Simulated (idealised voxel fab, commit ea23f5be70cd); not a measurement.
process module | voxel transistor to metal
cross-section cut | 165 nm wide | cells 5 nm
A cross-section is a grid of square cells, given in bands from the top down. A band is one or more rows of cells.
Each band's line starts with the height of the band's top and of its bottom, in nm. Then come its materials from left to right, each with its width in nm. One material with "throughout" fills the band from edge to edge. "air" is empty space.
Height 0 is the level under which the wafer as received is all one material. The lowest band goes on downwards, as in "0 down".
A width such as "30 to 40" changes by the same amount from each row of cells to the next, from the band's top row to its bottom row.
"no change" after a step means that no cell of the cross-section changed.
closed voids: empty space of 8 cells or more with no open way to the top, each as width x height at its distance from the left edge, in nm
after a step's settings: what the simulator itself notes on the step
overlay nm, on a step with a mask: how far to the right of its planned place the mask lay; to the left if negative
plan
1 op RECEIVE | material Si
2 op OXIDIZE | depth nm 5
3 op CONFORMAL_DEP | material SiN | thk nm 10
4 op MASKED_ETCH | tone cover | mask id ACTIVE | width nm 115 | etch materials SiN | depth nm 10 | overlay nm 0
5 op MASKED_ETCH | tone cover | mask id ACTIVE | width nm 115 | etch materials SiO2 | depth nm 5 | overlay nm 0
6 op MASKED_ETCH | tone cover | mask id ACTIVE | width nm 115 | etch materials Si | depth nm 30 | overlay nm 0
7 op OXIDIZE | depth nm 5
8 op FILL_DEP | material SiO2 | thk nm 10
9 op CMP | height nm 10
10 op SELECTIVE_ETCH | etch materials SiO2 | depth nm 5
11 op STRIP | etch materials SiN
12 op SELECTIVE_ETCH | etch materials SiO2 | depth nm 5
13 op OXIDIZE | depth nm 5
14 op DIRECTIONAL_DEP | material polySi | thk nm 20
15 op DIRECTIONAL_DEP | material SiCN | thk nm 15
16 op DIRECTIONAL_DEP | material aC | thk nm 15
17 op PATTERN | tone cover | mask id GATE | material resist | width nm 25 | thk nm 35 | overlay nm 0
18 op DIRECTIONAL_ETCH | etch materials aC | depth nm 15
19 op STRIP | etch materials resist
20 op DIRECTIONAL_ETCH | etch materials SiCN | depth nm 25
21 op DIRECTIONAL_ETCH | etch materials polySi | depth nm 30
22 op STRIP | etch materials aC
23 op CONFORMAL_DEP | material SiN | thk nm 10
24 op DIRECTIONAL_ETCH | etch materials SiN | depth nm 10
25 op DIRECTIONAL_ETCH | etch materials SiO2 | depth nm 5
26 op EPI | material pSi | thk nm 5
27 op FILL_DEP | material SiO2 | thk nm 5
28 op CMP | height nm 15
29 op STRIP | etch materials polySi
30 op SELECTIVE_ETCH | etch materials SiO2 | depth nm 5
31 op CONFORMAL_DEP | material HfO2 | thk nm 5
32 op CONFORMAL_DEP | material TiN | thk nm 5
33 op FILL_DEP | material W | thk nm 10
34 op CMP | height nm 10
35 op DIRECTIONAL_DEP | material SiO2 | thk nm 15
36 op DIRECTIONAL_DEP | material aC | thk nm 10
37 op PATTERN | tone open | mask id CONTACT | material resist | width nm 20 | pitch nm 85 | thk nm 25 | overlay nm 0
38 op DIRECTIONAL_ETCH | etch materials aC | depth nm 10
39 op STRIP | etch materials resist
40 op DIRECTIONAL_ETCH | etch materials SiO2 | depth nm 30
41 op STRIP | etch materials aC
42 op CONFORMAL_DEP | material TiN | thk nm 5
43 op FILL_DEP | material W | thk nm 5
44 op CMP | height nm 25
45 op CONFORMAL_DEP | material SiCN | thk nm 5
46 op DIRECTIONAL_DEP | material SiO2 | thk nm 20
47 op MASKED_ETCH | tone open | mask id METAL_1 | width nm 20 | pitch nm 85 | etch materials SiO2 | depth nm 20 | overlay nm 0
48 op MASKED_ETCH | tone open | mask id METAL_1 | width nm 20 | pitch nm 85 | etch materials SiCN | depth nm 5 | overlay nm 0
49 op CONFORMAL_DEP | material TiN | thk nm 5
50 op FILL_DEP | material Cu | thk nm 5
51 op CMP | height nm 50
52 op CONFORMAL_DEP | material SiCN | thk nm 5
as received, after step 1
  0 down: Si throughout
  closed voids: none
a wafer at the end: this start, this plan, one mistake
  55 to 50: SiCN throughout
  50 to 30: SiO2 30 | TiN 5 | Cu 10 | TiN 5 | SiO2 65 | TiN 5 | Cu 10 | TiN 5 | SiO2 30
  30 to 25: SiCN 30 | TiN 20 | SiCN 65 | TiN 20 | SiCN 30
  25 to 10: SiO2 30 | TiN 5 | W 10 | TiN 5 | SiO2 65 | TiN 5 | W 10 | TiN 5 | SiO2 30
  10 to 0: SiO2 30 | TiN 5 | W 10 | TiN 5 | SiO2 10 | SiN 10 | HfO2 5 | Cu 5 | W 5 | Cu 5 | HfO2 5 | SiN 10 | SiO2 10 | TiN 5 | W 10 | TiN 5 | SiO2 30
  0 to -5: SiO2 20 | SiN 10 | TiN 20 | SiO2 10 | SiN 10 | HfO2 5 | Cu 15 | HfO2 5 | SiN 10 | SiO2 10 | TiN 20 | SiN 10 | SiO2 20
  -5 to -10: SiO2 30 | pSi 30 | SiO2 5 | HfO2 35 | SiO2 5 | pSi 30 | SiO2 30
  -10 to -40: SiO2 30 | Si 105 | SiO2 30
  -40 down: Si throughout
  closed voids: none
what went wrong: step 32 ran as: op CONFORMAL_DEP | material Cu | thk nm 5
